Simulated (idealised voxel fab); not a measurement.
The following process module bears the name voxel trench capacitor.
It is cross-section cut that appears here, measuring 285 nm in width, its square cells being 5 nm in size.
Notation: cross-section as square-cell grid; stated in bands, top first, going down; one or more cell rows per band. Band: top height; bottom height; in nm. Then, left to right: material with width in nm, for each material. "full width": a single material spanning edge to edge. "empty": empty space. Height is counted from the level 0, under which the received wafer is composed throughout of one material. The lowest of the bands is not closed at the bottom but continues downward, in the notation "from 0 down". Per-row width for "30 to 40": begins at first number (top row of band), ends at second number (bottom row), increment between rows held constant. No cell of the cross-section changed in a step that is given as "same as before". Listed in "Trapped cavities": every empty space of 8 or more cells without an open way to the top. Form: width x height at distance, the distance being from the left edge, all in nm. Step line, after settings: the simulator's comment on this step. "overlay nm" denotes, for a step that has a mask, the displacement of the mask to the right of its planned place, with negative values corresponding to the left.
-- Here's what the planned process steps look like
| 1 | RECEIVE: material Si |
| 2 | CONFORMAL_DEP: material SiN, thk nm 10 |
| 3 | MASKED_ETCH: tone open, mask id TRENCH, width nm 15, pitch nm 35, etch materials SiN, depth nm 10, overlay nm 0 |
| 4 | MASKED_ETCH: tone open, mask id TRENCH, width nm 15, pitch nm 35, etch materials Si, depth nm 25, overlay nm 0 |
| 5 | CONFORMAL_DEP: material Al2O3, thk nm 5 |
| 6 | FILL_DEP: material polySi, thk nm 10 |
| 7 | CMP: height nm 10 |
-- Incoming wafer in cross-section (state: after step 1)
	from 0 down  Si full width
	Trapped cavities: none
-- As-planned run: cross-section of the first of two wafers at end of module
	from 10 to 0  SiN (115)  Al2O3 (5)  polySi (5)  Al2O3 (5)  SiN (20)  Al2O3 (5)  polySi (5)  Al2O3 (5)  SiN (120)
	from 0 to -20  Si (115)  Al2O3 (5)  polySi (5)  Al2O3 (5)  Si (20)  Al2O3 (5)  polySi (5)  Al2O3 (5)  Si (120)
	from -20 to -25  Si (115)  Al2O3 (15)  Si (20)  Al2O3 (15)  Si (120)
	from -25 down  Si full width
	Trapped cavities: none
-- Wafer two (of two), end-of-module cross-section: start = wafer one, plan = wafer one, one run mistake
	from 25 to 15  polySi full width
	from 15 to 10  Al2O3 (120)  polySi (5)  Al2O3 (30)  polySi (5)  Al2O3 (125)
	from 10 to 0  SiN (115)  Al2O3 (5)  polySi (5)  Al2O3 (5)  SiN (20)  Al2O3 (5)  polySi (5)  Al2O3 (5)  SiN (120)
	from 0 to -20  Si (115)  Al2O3 (5)  polySi (5)  Al2O3 (5)  Si (20)  Al2O3 (5)  polySi (5)  Al2O3 (5)  Si (120)
	from -20 to -25  Si (115)  Al2O3 (15)  Si (20)  Al2O3 (15)  Si (120)
	from -25 down  Si full width
	Trapped cavities: none
what went wrong: plan step 7: skipped, not run
Final cells, second wafer relative to first, materials higher or lower: +55 Al2O3; +116 polySi
